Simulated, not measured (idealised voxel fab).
process module | voxel self aligned contacts
In the cross-section labelled cut, the width is 240 nm and each square cell is 5 nm.
A cross-section is written here as square cells arranged in a grid, and it is given in bands from the top down, each band taking up one or more rows of cells.
Per band: top height and bottom height in nm, followed by the left-to-right materials and their widths in nm; "everywhere" marks a single material spanning edge to edge, "blank" marks empty space.
Heights are reckoned from 0. Under this level, the received wafer is all of one material. The bottommost band is open-ended downward, for example "from 0 down".
The expression "30..40" gives the width at the extremes of the band, the first number at its top row of cells and the second at its bottom row, with the width changing by equal amounts from each row to the next in between.
"no change" -> step changed no cross-section cell.
The label "Closed void listing" introduces a list of the empty spaces, 8 cells or larger, that have no open way up to the top; each entry in it reads width x height at distance, where the distance is taken from the left edge and all three are stated in nm.
Note: text after step settings on the step line = simulator remark on that step.
overlay nm: for a step with a mask, the amount by which the mask lay right of where it was planned; a negative amount means left of it.
[Steps planned for the process]
| 1 | RECEIVE [material Si] |
| 2 | CONFORMAL_DEP [material SiO2] [thk nm 5] |
| 3 | DIRECTIONAL_DEP [material polySi] [thk nm 25] |
| 4 | DIRECTIONAL_DEP [material SiN] [thk nm 20] |
| 5 | DIRECTIONAL_DEP [material aC] [thk nm 15] |
| 6 | PATTERN [tone cover] [mask id GATE] [material resist] [width nm 35] [pitch nm 60] [thk nm 30] [overlay nm 0] |
| 7 | DIRECTIONAL_ETCH [etch materials aC] [depth nm 15] |
| 8 | STRIP [etch materials resist] |
| 9 | DIRECTIONAL_ETCH [etch materials SiN] [depth nm 20] |
| 10 | DIRECTIONAL_ETCH [etch materials polySi] [depth nm 25] |
| 11 | STRIP [etch materials aC] |
| 12 | CONFORMAL_DEP [material SiN] [thk nm 5] |
| 13 | DIRECTIONAL_ETCH [etch materials SiN] [depth nm 5] |
| 14 | FILL_DEP [material SiO2] [thk nm 15] |
| 15 | CMP [height nm 55] |
| 16 | PATTERN [tone open] [mask id CONTACT] [material resist] [width nm 45] [thk nm 15] [overlay nm 0] |
| 17 | DIRECTIONAL_ETCH [etch materials SiO2] [depth nm 55] |
| 18 | STRIP [etch materials resist] |
| 19 | CONFORMAL_DEP [material TiN] [thk nm 5] |
| 20 | FILL_DEP [material W] [thk nm 5] |
| 21 | CMP [height nm 55] |
| 22 | CONFORMAL_DEP [material SiN] [thk nm 5] |
[Wafer at receipt (post step 1), cross-section]
  from 0 down = Si everywhere
  Closed void listing: none
[End-of-module cross-section. Starting structure and process plan as above; one mistake made in running it]
  from 60 to 55 = SiN everywhere
  from 55 to 50 = 95 SiO2, then 20 TiN, then 5 W, then 25 TiN, then 95 SiO2
  from 50 to 30 = 65 SiO2, then 45 SiN, then 5 TiN, then 5 W, then 5 TiN, then 45 SiN, then 70 SiO2
  from 30 to 5 = 65 SiO2, then 5 SiN, then 35 polySi, then 5 SiN, then 5 TiN, then 5 W, then 5 TiN, then 5 SiN, then 35 polySi, then 5 SiN, then 70 SiO2
  from 5 to 0 = 110 SiO2, then 15 TiN, then 115 SiO2
  from 0 down = Si everywhere
  Closed void listing: none
Short version of what went wrong: off-plan run, step 16, actual operation and settings PATTERN [tone open] [mask id CONTACT] [material resist] [width nm 50] [thk nm 15] [overlay nm 0]
